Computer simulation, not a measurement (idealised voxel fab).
process module | voxel gate over fins
cross-section cut | 250 nm wide | cells 5 nm
A cross-section is a grid of square cells, given in bands from the top down. A band is one or more rows of cells.
Each band's line starts with the height of the band's top and of its bottom, in nm. Then come its materials from left to right, each with its width in nm. One material with "throughout" fills the band from edge to edge. "air" is empty space.
Height 0 is the level under which the wafer as received is all one material. The lowest band goes on downwards, as in "0 down".
A width such as "30 to 40" changes by the same amount from each row of cells to the next, from the band's top row to its bottom row.
"no change" after a step means that no cell of the cross-section changed.
closed voids: empty space of 8 cells or more with no open way to the top, each as width x height at its distance from the left edge, in nm
after a step's settings: what the simulator itself notes on the step
overlay nm, on a step with a mask: how far to the right of its planned place the mask lay; to the left if negative
plan
1 op RECEIVE | material Si
2 op CONFORMAL_DEP | material SiN | thk nm 10
3 op DIRECTIONAL_DEP | material aC | thk nm 10
4 op PATTERN | tone cover | mask id FINS | material resist | width nm 15 | pitch nm 50 | thk nm 25 | overlay nm 0
5 op DIRECTIONAL_ETCH | etch materials aC | depth nm 10
6 op STRIP | etch materials resist
7 op DIRECTIONAL_ETCH | etch materials SiN | depth nm 10
8 op DIRECTIONAL_ETCH | etch materials Si | depth nm 35
9 op STRIP | etch materials aC
10 op FILL_DEP | material SiO2 | thk nm 5
11 op CMP | height nm 10
12 op MASKED_ETCH | tone open | mask id RAIL | width nm 15 | etch materials SiO2 | depth nm 40 | overlay nm 0
13 op CONFORMAL_DEP | material TiN | thk nm 5
14 op FILL_DEP | material Ru | thk nm 10
15 op CMP | height nm 10
16 op SELECTIVE_ETCH | etch materials W Ru TiN | depth nm 35
17 op FILL_DEP | material SiO2 | thk nm 5
18 op CMP | height nm 10
19 op SELECTIVE_ETCH | etch materials SiO2 | depth nm 25
20 op STRIP | etch materials SiN
21 op CONFORMAL_DEP | material HfO2 | thk nm 5
22 op CONFORMAL_DEP | material TiN | thk nm 5
23 op CONFORMAL_DEP | material TiAl | thk nm 5
24 op CONFORMAL_DEP | material TiN | thk nm 5
25 op FILL_DEP | material W | thk nm 10
26 op CMP | height nm 25
27 op CONFORMAL_DEP | material SiCN | thk nm 5
as received, after step 1
  0 down: Si throughout
  closed voids: none
first wafer at the end, as planned
  30 to 25: SiCN throughout
  25 to 20: W throughout
  20 to 15: W 70 | TiN 105 | W 75
  15 to 10: W 70 | TiN 5 | TiAl 45 | TiN 5 | TiAl 45 | TiN 5 | W 75
  10 to 5: W 70 | TiN 5 | TiAl 5 | TiN 35 | TiAl 5 | TiN 5 | TiAl 5 | TiN 35 | TiAl 5 | TiN 5 | W 75
  5 to 0: TiN 75 | TiAl 5 | TiN 5 | HfO2 25 | TiN 5 | TiAl 5 | TiN 5 | TiAl 5 | TiN 5 | HfO2 25 | TiN 5 | TiAl 5 | TiN 80
  0 to -5: TiAl 80 | TiN 5 | HfO2 5 | Si 15 | HfO2 5 | TiN 5 | TiAl 15 | TiN 5 | HfO2 5 | Si 15 | HfO2 5 | TiN 5 | TiAl 85
  -5 to -10: TiN 85 | HfO2 5 | Si 15 | HfO2 5 | TiN 25 | HfO2 5 | Si 15 | HfO2 5 | TiN 90
  -10 to -15: HfO2 90 | Si 15 | HfO2 35 | Si 15 | HfO2 95
  -15 to -25: SiO2 90 | Si 15 | SiO2 35 | Si 15 | SiO2 95
  -25 to -30: SiO2 90 | Si 15 | SiO2 10 | TiN 15 | SiO2 10 | Si 15 | SiO2 95
  -30 to -35: SiO2 90 | Si 15 | SiO2 35 | Si 15 | SiO2 95
  -35 down: Si throughout
  closed voids: none
second wafer at the end: like start, like plan, one mistake
  30 to 25: SiCN throughout
  25 to 20: W throughout
  20 to 15: W 70 | TiN 105 | W 75
  15 to 10: W 70 | TiN 5 | TiAl 45 | TiN 5 | TiAl 45 | TiN 5 | W 75
  10 to 5: W 70 | TiN 5 | TiAl 5 | TiN 35 | TiAl 5 | TiN 5 | TiAl 5 | TiN 35 | TiAl 5 | TiN 5 | W 75
  5 to 0: TiN 75 | TiAl 5 | TiN 5 | HfO2 25 | TiN 5 | TiAl 15 | TiN 5 | HfO2 25 | TiN 5 | TiAl 5 | TiN 80
  0 to -5: TiAl 80 | TiN 5 | HfO2 5 | Si 15 | HfO2 5 | TiN 25 | HfO2 5 | Si 15 | HfO2 5 | TiN 5 | TiAl 85
  -5 to -10: TiN 85 | HfO2 5 | Si 15 | HfO2 35 | Si 15 | HfO2 5 | TiN 90
  -10 to -15: HfO2 90 | Si 15 | HfO2 10 | TiN 5 | Ru 5 | TiN 5 | HfO2 10 | Si 15 | HfO2 95
  -15 to -25: SiO2 90 | Si 15 | SiO2 10 | TiN 5 | Ru 5 | TiN 5 | SiO2 10 | Si 15 | SiO2 95
  -25 to -30: SiO2 90 | Si 15 | SiO2 10 | TiN 15 | SiO2 10 | Si 15 | SiO2 95
  -30 to -35: SiO2 90 | Si 15 | SiO2 35 | Si 15 | SiO2 95
  -35 down: Si throughout
  closed voids: none
what went wrong: step 15 was left out
at the end the second wafer has, in cells: 2 more of HfO2 | 3 more of Ru | 6 fewer of SiO2 | 2 fewer of TiAl | 3 more of TiN
